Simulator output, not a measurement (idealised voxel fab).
Process module, titled voxel released beams
In the cross-section labelled cut, the width is 170 nm and each square cell is 5 nm.
Square cells in a grid make up a cross-section in this document, and the grid is given as bands, listed from the top down, each one or more rows of cells. It is stipulated that each band's entry specify, in nanometres, the height of the top of the band and then that of its bottom, followed by the materials of the band in left-to-right sequence, each together with its width in nanometres. A single material marked by the word "throughout" is understood to fill the band from edge to edge; the word "blank" is understood to denote empty space. Height datum 0, below which the as-received substrate wafer is one material. Lowest band open at the bottom, running downward: "0..down". Quick explanation for "30->40": the width changes in equal steps down the rows of cells, from the first number in the band's top row to the second number in its bottom row. For the purposes of this document, the phrase "left unchanged" attached to a step denotes that no cell within the cross-section was modified by that step. "Closed cavities" means: voids of 8 cells or more that are shut off from the top with no open way through. Written width x height at distance, distance from the left edge, in nm. On a step's line, text after the settings is the simulator commenting on that step. Each step line may optionally specify "overlay nm", which for a step with a mask gives the rightward distance between the mask's planned place and where it lay, a negative value indicating the leftward direction.
Intended process steps:
- 1: op RECEIVE | material Si
- 2: op CONFORMAL_DEP | material SiN | thk nm 5
- 3: op DIRECTIONAL_DEP | material SiO2 | thk nm 20
- 4: op DIRECTIONAL_DEP | material aC | thk nm 15
- 5: op PATTERN | tone open | mask id ANCHOR | material resist | width nm 45 | thk nm 30 | overlay nm 0
- 6: op DIRECTIONAL_ETCH | etch materials aC | depth nm 15
- 7: op STRIP | etch materials resist
- 8: op DIRECTIONAL_ETCH | etch materials SiO2 | depth nm 20
- 9: op STRIP | etch materials aC
- 10: op CONFORMAL_DEP | material polySi | thk nm 15
- 11: op DIRECTIONAL_DEP | material aC | thk nm 10
- 12: op PATTERN | tone cover | mask id BEAM | material resist | width nm 90 | thk nm 25 | overlay nm 0
- 13: op DIRECTIONAL_ETCH | etch materials aC | depth nm 10
- 14: op STRIP | etch materials resist
- 15: op DIRECTIONAL_ETCH | etch materials polySi | depth nm 15
- 16: op STRIP | etch materials aC
- 17: op STRIP | etch materials SiO2
Concerning the first of two wafers, which was run in accordance with the plan:
As-received wafer cross-section (after step 1):
* 0..down  Si throughout
* Closed cavities: none
The wafer, seen in cross-section, after step 2:
* 5..0  SiN throughout
* Under 0: no change, same as before.
The wafer, seen in cross-section, after step 3:
* 25..5  SiO2 throughout
* Under 5: no change, same as before.
The wafer, seen in cross-section, after step 4:
* 40..25  aC throughout
* Under 25: no change, same as before.
The wafer, seen in cross-section, after step 5:
* 70..40  resist 40 nm, blank 45 nm, resist 85 nm
* Under 40: no change, same as before.
The wafer, seen in cross-section, after step 6:
* 55..40  resist 40 nm, blank 45 nm, resist 85 nm
* 40..25  aC 40 nm, blank 45 nm, aC 85 nm
* Under 25: no change, same as before.
The wafer, seen in cross-section, after step 7:
* 40..25  aC 40 nm, blank 45 nm, aC 85 nm
* Under 25: no change, same as before.
The wafer, seen in cross-section, after step 8:
* 40..25  aC 40 nm, blank 45 nm, aC 85 nm
* 25..5  SiO2 40 nm, blank 45 nm, SiO2 85 nm
* Under 5: no change, same as before.
The wafer, seen in cross-section, after step 9:
* 25..5  SiO2 40 nm, blank 45 nm, SiO2 85 nm
* Under 5: no change, same as before.
The wafer, seen in cross-section, after step 10:
* 40..25  polySi 55 nm, blank 15 nm, polySi 100 nm
* 25..20  SiO2 40 nm, polySi 15 nm, blank 15 nm, polySi 15 nm, SiO2 85 nm
* 20..5  SiO2 40 nm, polySi 45 nm, SiO2 85 nm
* Under 5: no change, same as before.
The wafer, seen in cross-section, after step 11:
* 50..40  aC 55 nm, blank 15 nm, aC 100 nm
* 40..30  polySi 55 nm, blank 15 nm, polySi 100 nm
* 30..25  polySi 55 nm, aC 15 nm, polySi 100 nm
* 25..20  SiO2 40 nm, polySi 15 nm, aC 15 nm, polySi 15 nm, SiO2 85 nm
* Under 20: no change, same as before.
The wafer, seen in cross-section, after step 12:
* 75..50  blank 35 nm, resist 90 nm, blank 45 nm
* 50..40  aC 55 nm, resist 15 nm, aC 100 nm
* 40..30  polySi 55 nm, resist 15 nm, polySi 100 nm
* Under 30: no change, same as before.
The wafer, seen in cross-section, after step 13:
* 65..50  blank 35 nm, resist 90 nm, blank 45 nm
* 50..40  blank 35 nm, aC 20 nm, resist 15 nm, aC 55 nm, blank 45 nm
* Under 40: no change, same as before.
The wafer, seen in cross-section, after step 14:
* 50..40  blank 35 nm, aC 20 nm, blank 15 nm, aC 55 nm, blank 45 nm
* 40..30  polySi 55 nm, blank 15 nm, polySi 100 nm
* Under 30: no change, same as before.
The wafer, seen in cross-section, after step 15:
* 50..40  blank 35 nm, aC 20 nm, blank 15 nm, aC 55 nm, blank 45 nm
* 40..30  blank 35 nm, polySi 20 nm, blank 15 nm, polySi 55 nm, blank 45 nm
* 30..25  blank 35 nm, polySi 20 nm, aC 15 nm, polySi 55 nm, blank 45 nm
* Under 25: no change, same as before.
The wafer, seen in cross-section, after step 16:
* 40..25  blank 35 nm, polySi 20 nm, blank 15 nm, polySi 55 nm, blank 45 nm
* 25..20  SiO2 40 nm, polySi 15 nm, blank 15 nm, polySi 15 nm, SiO2 85 nm
* Under 20: no change, same as before.
The wafer, seen in cross-section, after step 17:
* 40..25  blank 35 nm, polySi 20 nm, blank 15 nm, polySi 55 nm, blank 45 nm
* 25..20  blank 40 nm, polySi 15 nm, blank 15 nm, polySi 15 nm, blank 85 nm
* 20..5  blank 40 nm, polySi 45 nm, blank 85 nm
* Under 5: no change, same as before.
Regarding the second of the two wafers: it shared the first wafer's starting condition and process plan, yet one error occurred during its execution. Its history coincides with that of the first wafer up to and including step 11:
Look at the second wafer in cross-section at the time step 12 ought to have finished:
* 75..50  blank 30 nm, resist 100 nm, blank 40 nm
* 50..40  aC 55 nm, resist 15 nm, aC 100 nm
* 40..30  polySi 55 nm, resist 15 nm, polySi 100 nm
* Under 30: no change, same as before.
Look at the second wafer in cross-section at the time step 13 ought to have finished:
* 65..50  blank 30 nm, resist 100 nm, blank 40 nm
* 50..40  blank 30 nm, aC 25 nm, resist 15 nm, aC 60 nm, blank 40 nm
* Under 40: no change, same as before.
Look at the second wafer in cross-section at the time step 14 ought to have finished:
* 50..40  blank 30 nm, aC 25 nm, blank 15 nm, aC 60 nm, blank 40 nm
* 40..30  polySi 55 nm, blank 15 nm, polySi 100 nm
* Under 30: no change, same as before.
Look at the second wafer in cross-section at the time step 15 ought to have finished:
* 50..40  blank 30 nm, aC 25 nm, blank 15 nm, aC 60 nm, blank 40 nm
* 40..30  blank 30 nm, polySi 25 nm, blank 15 nm, polySi 60 nm, blank 40 nm
* 30..25  blank 30 nm, polySi 25 nm, aC 15 nm, polySi 60 nm, blank 40 nm
* Under 25: no change, same as before.
Look at the second wafer in cross-section at the time step 16 ought to have finished:
* 40..25  blank 30 nm, polySi 25 nm, blank 15 nm, polySi 60 nm, blank 40 nm
* 25..20  SiO2 40 nm, polySi 15 nm, blank 15 nm, polySi 15 nm, SiO2 85 nm
* Under 20: no change, same as before.
Look at the second wafer in cross-section at the time step 17 ought to have finished:
* 40..25  blank 30 nm, polySi 25 nm, blank 15 nm, polySi 60 nm, blank 40 nm
* 25..20  blank 40 nm, polySi 15 nm, blank 15 nm, polySi 15 nm, blank 85 nm
* 20..5  blank 40 nm, polySi 45 nm, blank 85 nm
* Under 5: no change, same as before.
What went wrong in running the wafer? step 12: run off-plan, actual operation and settings op PATTERN | tone cover | mask id BEAM | material resist | width nm 100 | thk nm 25 | overlay nm 0
at the end the second wafer has, in cells: polySi: 6 more
